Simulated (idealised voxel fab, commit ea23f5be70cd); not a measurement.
You're looking at the process module voxel self aligned vias.
Square cell edge 5 nm, section width 280 nm, ID cut.
Cross-section = grid of square cells, listed top down in bands; band = one or more rows.
The entry gives the band's vertical extent as a top height and a bottom height in nm, then its horizontal make-up as materials from left to right, each with a width in nm. "empty" stands for empty space; a single material marked "everywhere" fills the band edge to edge.
Where do heights start? At 0: under that level the wafer as delivered is made of one material only. And the lowest band has no floor; it just carries on downward, as in "0..down".
Quick explanation for "30..40": the width changes in equal steps down the rows of cells, from the first number in the band's top row to the second number in its bottom row.
Basically "stayed the same" means that step didn't change any cell in the cross-section.
In "Unvented internal voids" the enclosed voids are listed, meaning empty spaces of 8 cells or larger without any opening to the top. The form is width x height at distance, distance from the left edge, units nm.
The remark found on a step's line after its settings is issued by the simulator itself and pertains to that step.
When a step includes a mask, the "overlay nm" setting on its line states how far to the right of its planned place that mask lay, and negative values state how far to the left.

**Steps in the process plan**
1. RECEIVE | material Si
2. CONFORMAL_DEP | material SiO2 | thk nm 15
3. CONFORMAL_DEP | material SiCN | thk nm 5
4. DIRECTIONAL_DEP | material SiO2 | thk nm 20
5. MASKED_ETCH | tone open | mask id LINES | width nm 20 | pitch nm 45 | etch materials SiO2 | depth nm 20 | overlay nm 0
6. CONFORMAL_DEP | material TiN | thk nm 5
7. FILL_DEP | material W | thk nm 5
8. CMP | height nm 40
9. SELECTIVE_ETCH | etch materials W Ru TiN | depth nm 5
10. FILL_DEP | material SiN | thk nm 10
11. CMP | height nm 40
12. DIRECTIONAL_DEP | material SiO2 | thk nm 15
13. DIRECTIONAL_DEP | material aC | thk nm 10
14. PATTERN | tone open | mask id VIAS | material resist | width nm 30 | pitch nm 45 | thk nm 25 | overlay nm 0
15. DIRECTIONAL_ETCH | etch materials aC | depth nm 10
16. STRIP | etch materials resist
17. DIRECTIONAL_ETCH | etch materials SiO2 | depth nm 15
18. DIRECTIONAL_ETCH | etch materials SiN | depth nm 5
19. STRIP | etch materials aC
20. CONFORMAL_DEP | material TiN | thk nm 5
21. FILL_DEP | material W | thk nm 5
22. CMP | height nm 55
23. CONFORMAL_DEP | material SiCN | thk nm 5

**On the first of the two wafers: run conducted according to plan**

**Delivered wafer in cross-section: state after step 1**
    0..down = Si everywhere
    Unvented internal voids: none

**After step 2, in cross-section**
    15..0 = SiO2 everywhere
    Nothing below the height 0 has changed.

**After step 3, in cross-section**
    20..15 = SiCN everywhere
    Nothing below the height 15 has changed.

**After step 4, in cross-section**
    40..20 = SiO2 everywhere
    Nothing below the height 20 has changed.

**After step 5, in cross-section**
    40..20 = SiO2: 85, then empty: 20, then SiO2: 25, then empty: 20, then SiO2: 25, then empty: 20, then SiO2: 85
    Nothing below the height 20 has changed.

**After step 6, in cross-section**
    45..40 = TiN: 90, then empty: 10, then TiN: 35, then empty: 10, then TiN: 35, then empty: 10, then TiN: 90
    40..25 = SiO2: 85, then TiN: 5, then empty: 10, then TiN: 5, then SiO2: 25, then TiN: 5, then empty: 10, then TiN: 5, then SiO2: 25, then TiN: 5, then empty: 10, then TiN: 5, then SiO2: 85
    25..20 = SiO2: 85, then TiN: 20, then SiO2: 25, then TiN: 20, then SiO2: 25, then TiN: 20, then SiO2: 85
    Nothing below the height 20 has changed.

**After step 7, in cross-section**
    50..45 = W everywhere
    45..40 = TiN: 90, then W: 10, then TiN: 35, then W: 10, then TiN: 35, then W: 10, then TiN: 90
    40..25 = SiO2: 85, then TiN: 5, then W: 10, then TiN: 5, then SiO2: 25, then TiN: 5, then W: 10, then TiN: 5, then SiO2: 25, then TiN: 5, then W: 10, then TiN: 5, then SiO2: 85
    Nothing below the height 25 has changed.

**After step 8, in cross-section**
    40..25 = SiO2: 85, then TiN: 5, then W: 10, then TiN: 5, then SiO2: 25, then TiN: 5, then W: 10, then TiN: 5, then SiO2: 25, then TiN: 5, then W: 10, then TiN: 5, then SiO2: 85
    Nothing below the height 25 has changed.

**After step 9, in cross-section**
    40..35 = SiO2: 85, then empty: 20, then SiO2: 25, then empty: 20, then SiO2: 25, then empty: 20, then SiO2: 85
    Nothing below the height 35 has changed.

**After step 10, in cross-section**
    50..40 = SiN everywhere
    40..35 = SiO2: 85, then SiN: 20, then SiO2: 25, then SiN: 20, then SiO2: 25, then SiN: 20, then SiO2: 85
    Nothing below the height 35 has changed.

**After step 11, in cross-section**
    40..35 = SiO2: 85, then SiN: 20, then SiO2: 25, then SiN: 20, then SiO2: 25, then SiN: 20, then SiO2: 85
    Nothing below the height 35 has changed.

**After step 12, in cross-section**
    55..40 = SiO2 everywhere
    Nothing below the height 40 has changed.

**After step 13, in cross-section**
    65..55 = aC everywhere
    Nothing below the height 55 has changed.

**After step 14, in cross-section**
    90..65 = resist: 80, then empty: 30, then resist: 15, then empty: 30, then resist: 15, then empty: 30, then resist: 80
    Nothing below the height 65 has changed.

**After step 15, in cross-section**
    80..65 = resist: 80, then empty: 30, then resist: 15, then empty: 30, then resist: 15, then empty: 30, then resist: 80
    65..55 = aC: 80, then empty: 30, then aC: 15, then empty: 30, then aC: 15, then empty: 30, then aC: 80
    Nothing below the height 55 has changed.

**After step 16, in cross-section**
    65..55 = aC: 80, then empty: 30, then aC: 15, then empty: 30, then aC: 15, then empty: 30, then aC: 80
    Nothing below the height 55 has changed.

**After step 17, in cross-section**
    65..55 = aC: 80, then empty: 30, then aC: 15, then empty: 30, then aC: 15, then empty: 30, then aC: 80
    55..40 = SiO2: 80, then empty: 30, then SiO2: 15, then empty: 30, then SiO2: 15, then empty: 30, then SiO2: 80
    Nothing below the height 40 has changed.

**After step 18, in cross-section**
    65..55 = aC: 80, then empty: 30, then aC: 15, then empty: 30, then aC: 15, then empty: 30, then aC: 80
    55..40 = SiO2: 80, then empty: 30, then SiO2: 15, then empty: 30, then SiO2: 15, then empty: 30, then SiO2: 80
    40..35 = SiO2: 85, then empty: 20, then SiO2: 25, then empty: 20, then SiO2: 25, then empty: 20, then SiO2: 85
    Nothing below the height 35 has changed.

**After step 19, in cross-section**
    55..40 = SiO2: 80, then empty: 30, then SiO2: 15, then empty: 30, then SiO2: 15, then empty: 30, then SiO2: 80
    Nothing below the height 40 has changed.

**After step 20, in cross-section**
    60..55 = TiN: 85, then empty: 20, then TiN: 25, then empty: 20, then TiN: 25, then empty: 20, then TiN: 85
    55..45 = SiO2: 80, then TiN: 5, then empty: 20, then TiN: 5, then SiO2: 15, then TiN: 5, then empty: 20, then TiN: 5, then SiO2: 15, then TiN: 5, then empty: 20, then TiN: 5, then SiO2: 80
    45..40 = SiO2: 80, then TiN: 10, then empty: 10, then TiN: 10, then SiO2: 15, then TiN: 10, then empty: 10, then TiN: 10, then SiO2: 15, then TiN: 10, then empty: 10, then TiN: 10, then SiO2: 80
    40..35 = SiO2: 85, then TiN: 20, then SiO2: 25, then TiN: 20, then SiO2: 25, then TiN: 20, then SiO2: 85
    Nothing below the height 35 has changed.

**After step 21, in cross-section**
    65..60 = W everywhere
    60..55 = TiN: 85, then W: 20, then TiN: 25, then W: 20, then TiN: 25, then W: 20, then TiN: 85
    55..45 = SiO2: 80, then TiN: 5, then W: 20, then TiN: 5, then SiO2: 15, then TiN: 5, then W: 20, then TiN: 5, then SiO2: 15, then TiN: 5, then W: 20, then TiN: 5, then SiO2: 80
    45..40 = SiO2: 80, then TiN: 10, then W: 10, then TiN: 10, then SiO2: 15, then TiN: 10, then W: 10, then TiN: 10, then SiO2: 15, then TiN: 10, then W: 10, then TiN: 10, then SiO2: 80
    Nothing below the height 40 has changed.

**After step 22, in cross-section**
    55..45 = SiO2: 80, then TiN: 5, then W: 20, then TiN: 5, then SiO2: 15, then TiN: 5, then W: 20, then TiN: 5, then SiO2: 15, then TiN: 5, then W: 20, then TiN: 5, then SiO2: 80
    Nothing below the height 45 has changed.

**After step 23, in cross-section**
    60..55 = SiCN everywhere
    Nothing below the height 55 has changed.

**Second of two: same start, same plan, one run error; steps up to and including 21 match the first**

**Cross-sectional view of the second wafer at the intended end time of process step 22**
    45..40 = SiO2: 80, then TiN: 10, then W: 10, then TiN: 10, then SiO2: 15, then TiN: 10, then W: 10, then TiN: 10, then SiO2: 15, then TiN: 10, then W: 10, then TiN: 10, then SiO2: 80
    Nothing below the height 40 has changed.

**Cross-sectional view of the second wafer at the intended end time of process step 23**
    50..45 = SiCN everywhere
    Nothing below the height 45 has changed.
What broke from the plan during processing? note that step 22 departed from the planned setting and was carried out as CMP | height nm 45
Wafer comparison, final, in cells, second relative to first, materials more or fewer: SiO2: 76 fewer | TiN: 12 fewer | W: 24 fewer
